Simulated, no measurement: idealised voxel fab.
Module name: voxel self aligned contacts (process module)
cross-section cut | 175 nm wide | cells 5 nm
A cross-section is written here as square cells arranged in a grid, and it is given in bands from the top down, each band taking up one or more rows of cells. Heads up on the band format: heights come first, top then bottom, in nm. After that it's the materials left to right, each with its width in nm. A single material flagged "everywhere" fills the whole band edge to edge, and "blank" means there's empty space there. Heights from 0 (as-received wafer is one material below). Bottom band endless downward, as "0 nm and below". You'd read "30->40" like this: the band's top row of cells is as wide as the first number, its bottom row is as wide as the second, and going down, every row changes width by the same amount as the row before did. Key: "no change" - step with no changed cell in the cross-section. What "Non-vented voids" gives you is every empty space of 8 cells or more that is cut off from the top. Each appears as width x height at distance, with the distance taken from the left edge and width, height and distance all in nm. Where a step's line continues beyond its settings, the continuation is a remark by the simulator itself on that step. The optional step-line setting "overlay nm" applies to steps with a mask and quantifies how far to the right of its planned location the mask lay, a negative value indicating leftward placement.

### Planned step list for the process
| 1 | RECEIVE, material Si |
| 2 | CONFORMAL_DEP, material SiO2, thk nm 5 |
| 3 | DIRECTIONAL_DEP, material polySi, thk nm 20 |
| 4 | DIRECTIONAL_DEP, material SiN, thk nm 20 |
| 5 | MASKED_ETCH, tone cover, mask id GATE, width nm 35, pitch nm 65, etch materials SiN, depth nm 20, overlay nm 0 |
| 6 | MASKED_ETCH, tone cover, mask id GATE, width nm 35, pitch nm 65, etch materials polySi, depth nm 20, overlay nm 0 |
| 7 | CONFORMAL_DEP, material SiN, thk nm 5 |
| 8 | DIRECTIONAL_ETCH, etch materials SiN, depth nm 5 |
| 9 | FILL_DEP, material SiO2, thk nm 10 |
| 10 | CMP, height nm 50 |
| 11 | PATTERN, tone open, mask id CONTACT, material resist, width nm 40, thk nm 20, overlay nm 0 |
| 12 | DIRECTIONAL_ETCH, etch materials SiO2, depth nm 50 |
| 13 | STRIP, etch materials resist |
| 14 | CONFORMAL_DEP, material TiN, thk nm 5 |
| 15 | FILL_DEP, material W, thk nm 10 |
| 16 | CMP, height nm 50 |
| 17 | CONFORMAL_DEP, material SiN, thk nm 5 |

### as received, after step 1
> 0 nm and below | Si everywhere
> Non-vented voids: none

### Starting wafer: above. Plan: above. Run: one mistake. Cross-section after the module: below
> 60 nm to 55 nm | SiN everywhere
> 55 nm to 50 nm | TiN (70); W (30); TiN (75)
> 50 nm to 45 nm | SiO2 (65); TiN (15); W (10); TiN (15); SiO2 (70)
> 45 nm to 25 nm | SiO2 (30); SiN (45); TiN (5); W (10); TiN (5); SiN (45); SiO2 (35)
> 25 nm to 5 nm | SiO2 (30); SiN (5); polySi (35); SiN (5); TiN (5); W (10); TiN (5); SiN (5); polySi (35); SiN (5); SiO2 (35)
> 5 nm to 0 nm | SiO2 (75); TiN (20); SiO2 (80)
> 0 nm and below | Si everywhere
> Non-vented voids: none
What was the processing mistake? rather than as planned, step 16 actually ran as CMP, height nm 55
